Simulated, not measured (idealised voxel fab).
The following is a process module called voxel self aligned vias.
185 nm wide, 5 nm square cells: that's cross-section cut.
If you're reading a cross-section in this doc, picture square cells in a grid; it comes to you as bands, top ones listed first down to the bottom, and a band can be one or more rows of cells. This entry defines a band. It first specifies the height of the band's top and the height of its bottom in nm, and then specifies the band's materials from left to right, stating each material with its width in nm. The word "full width" identifies a single material that fills the band from edge to edge, while the word "blank" identifies empty space. Zero point of the height axis is 0; under it, received wafer = one material. Lowest band: continues down indefinitely, "from 0 down". When a width is written as two numbers, as in "30..40", the first number is the width in the top row of cells of the band and the second is the width in its bottom row, and the width changes by the same amount from each row to the next. The designation "nothing different", where it is given for a processing step, indicates that no cell of the cross-section was altered in the course of that step. Reported under the label "Catalogued sealed voids" are the empty spaces having no open way to the top and comprising 8 cells or more; the notation for each is width x height at distance, in which the distance is measured from the left edge and all three values are in nm. Anything after a step's settings on that line? It's the simulator's own note about the step. overlay nm: right-of-plan distance of the mask on a masked step; negative values mean left-of-plan.

## The following list gives the planned process steps
1: RECEIVE: material Si
2: CONFORMAL_DEP: material SiO2, thk nm 15
3: CONFORMAL_DEP: material SiCN, thk nm 5
4: DIRECTIONAL_DEP: material SiO2, thk nm 20
5: MASKED_ETCH: tone open, mask id LINES, width nm 25, pitch nm 50, etch materials SiO2, depth nm 20, overlay nm -15
6: CONFORMAL_DEP: material TiN, thk nm 5
7: FILL_DEP: material W, thk nm 10
8: CMP: height nm 40
9: SELECTIVE_ETCH: etch materials W Ru TiN, depth nm 5
10: FILL_DEP: material SiN, thk nm 10
11: CMP: height nm 40
12: DIRECTIONAL_DEP: material SiO2, thk nm 20
13: MASKED_ETCH: tone open, mask id VIAS, width nm 35, pitch nm 50, etch materials SiO2, depth nm 20, overlay nm 0
14: MASKED_ETCH: tone open, mask id VIAS, width nm 35, pitch nm 50, etch materials SiN, depth nm 5, overlay nm 0
15: CONFORMAL_DEP: material TiN, thk nm 5
16: FILL_DEP: material Cu, thk nm 10
17: CMP: height nm 60
18: CONFORMAL_DEP: material SiCN, thk nm 5
The plan's step 5 overlay nm is the first wafer's value; the wafers differ in this setting and start identical.

## Received condition of the first of several wafers, sectioned: post-step 1
* from 0 down  Si full width
* Catalogued sealed voids: none

## Row per wafer, end-of-module: cell gain (+)/loss (-) by material since the wafer came in, then closed voids
overlay nm -15; +48 Cu; +74 SiCN; +6 SiN; +263 SiO2; +72 TiN; +18 W; Catalogued sealed voids: none
overlay nm -10; +51 Cu; +74 SiCN; +3 SiN; +263 SiO2; +72 TiN; +18 W; Catalogued sealed voids: none
overlay nm -5; +54 Cu; +74 SiCN; +263 SiO2; +72 TiN; +18 W; Catalogued sealed voids: none
overlay nm 0; +54 Cu; +74 SiCN; +263 SiO2; +72 TiN; +18 W; Catalogued sealed voids: none
overlay nm 5; +54 Cu; +74 SiCN; +263 SiO2; +72 TiN; +18 W; Catalogued sealed voids: none
overlay nm 10; +51 Cu; +74 SiCN; +3 SiN; +263 SiO2; +72 TiN; +18 W; Catalogued sealed voids: none
overlay nm 15; +48 Cu; +74 SiCN; +6 SiN; +263 SiO2; +72 TiN; +18 W; Catalogued sealed voids: none
